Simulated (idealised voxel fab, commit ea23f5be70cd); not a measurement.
Process module under the name voxel ribs on slabs
140 nm wide, 5 nm square cells: that's cross-section cut.
Think of the cross-section as a grid of square cells. We describe it in bands, top to bottom, and each band covers one or more rows of those cells. Top, bottom (nm), then materials left to right with widths (nm); lone material tagged "full width" fills the whole band edge to edge; "air" = empty space. We count height from 0. Below that, the starting wafer is all one material. The lowest band never ends at the bottom but goes on down; see "0 nm and below" for how that is written. Note: "30..40" means the width goes from the first number (top row of the band) to the second number (bottom row) in equal steps per row of cells. Where a step carries "nothing was modified", the cross-section came out of it unchanged, cell for cell. You'll see "Closed void catalog" listing empty spaces that have no way open to the top, as long as they're 8 cells or more; the notation is width x height at distance, where the distance is from the left edge, and all of it is in nm. Past the settings on a step's line: simulator remark, on that step. The setting "overlay nm" may be written on the line of a step. When the step uses a mask, the value reports how far to the right of the planned place the mask lay, and a negative value reports that it lay to the left.
[List of planned process steps]
1) RECEIVE | material Si
2) DIRECTIONAL_DEP | material SiO2 | thk nm 20
3) DIRECTIONAL_DEP | material polySi | thk nm 25
4) PATTERN | tone cover | mask id RIB | material resist | width nm 30 | thk nm 15 | overlay nm 0
5) DIRECTIONAL_ETCH | etch materials polySi | depth nm 10
6) STRIP | etch materials resist
7) DIRECTIONAL_DEP | material aC | thk nm 15
8) PATTERN | tone cover | mask id SLAB | material resist | width nm 90 | thk nm 30 | overlay nm 0
9) DIRECTIONAL_ETCH | etch materials aC | depth nm 15
10) STRIP | etch materials resist
11) DIRECTIONAL_ETCH | etch materials polySi | depth nm 15
12) STRIP | etch materials aC
13) FILL_DEP | material SiO2 | thk nm 25
14) CMP | height nm 60
15) DIRECTIONAL_DEP | material W | thk nm 10
16) MASKED_ETCH | tone cover | mask id HEATER | width nm 40 | etch materials W | depth nm 10 | overlay nm 0
17) CONFORMAL_DEP | material SiN | thk nm 10
[Delivered wafer in cross-section: state after step 1]
	0 nm and below  Si full width
	Closed void catalog: none
[Module complete - cross-section of the first of two wafers, run according to plan]
	80 nm to 70 nm  air=40 / SiN=60 / air=40
	70 nm to 60 nm  SiN=50 / W=40 / SiN=50
	60 nm to 45 nm  SiO2 full width
	45 nm to 35 nm  SiO2=55 / polySi=30 / SiO2=55
	35 nm to 20 nm  SiO2=25 / polySi=90 / SiO2=25
	20 nm to 0 nm  SiO2 full width
	0 nm and below  Si full width
	Closed void catalog: none
[Second wafer through the module, sectioned at the end: same beginning and same plan as the first wafer, with one mistake in carrying it out]
	80 nm to 70 nm  air=40 / SiN=60 / air=40
	70 nm to 60 nm  SiN=50 / W=40 / SiN=50
	60 nm to 45 nm  SiO2 full width
	45 nm to 35 nm  SiO2=45 / polySi=30 / SiO2=65
	35 nm to 20 nm  SiO2=25 / polySi=90 / SiO2=25
	20 nm to 0 nm  SiO2 full width
	0 nm and below  Si full width
	Closed void catalog: none
Short version of what went wrong: step 4 went in with a setting other than planned; the actual run was PATTERN | tone cover | mask id RIB | material resist | width nm 30 | thk nm 15 | overlay nm -10
Same inventory, different map: at the end, the second wafer holds as many cells of each material as the first, placed elsewhere.
